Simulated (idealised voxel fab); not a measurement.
process module | voxel tone inversion
cross-section cut | 270 nm wide | cells 5 nm
A cross-section is a grid of square cells, given in bands from the top down. A band is one or more rows of cells.
Each band's line starts with the height of the band's top and of its bottom, in nm. Then come its materials from left to right, each with its width in nm. One material with "throughout" fills the band from edge to edge. "air" is empty space.
Height 0 is the level under which the wafer as received is all one material. The lowest band goes on downwards, as in "0 down".
A width such as "30 to 40" changes by the same amount from each row of cells to the next, from the band's top row to its bottom row.
"no change" after a step means that no cell of the cross-section changed.
closed voids: empty space of 8 cells or more with no open way to the top, each as width x height at its distance from the left edge, in nm
after a step's settings: what the simulator itself notes on the step
overlay nm, on a step with a mask: how far to the right of its planned place the mask lay; to the left if negative
plan
1 op RECEIVE | material Si
2 op CONFORMAL_DEP | material SiCN | thk nm 5
3 op DIRECTIONAL_DEP | material polySi | thk nm 15
4 op PATTERN | tone cover | mask id POSTS | material resist | width nm 25 | pitch nm 45 | thk nm 25 | overlay nm 0
5 op DIRECTIONAL_ETCH | etch materials polySi | depth nm 15
6 op STRIP | etch materials resist
7 op FILL_DEP | material lowk | thk nm 5
8 op CMP | height nm 20
9 op STRIP | etch materials polySi
as received, after step 1
  0 down: Si throughout
  closed voids: none
first wafer at the end, as planned
  20 to 5: lowk 75 | air 25 | lowk 20 | air 25 | lowk 20 | air 25 | lowk 80
  5 to 0: SiCN throughout
  0 down: Si throughout
  closed voids: none
second wafer at the end: like start, like plan, one mistake
  20 to 15: SiCN throughout
  15 to 0: polySi throughout
  0 down: Si throughout
  closed voids: none
what went wrong: steps 2 and 3 were swapped
at the end the second wafer has, in cells: 117 fewer of lowk | 162 more of polySi
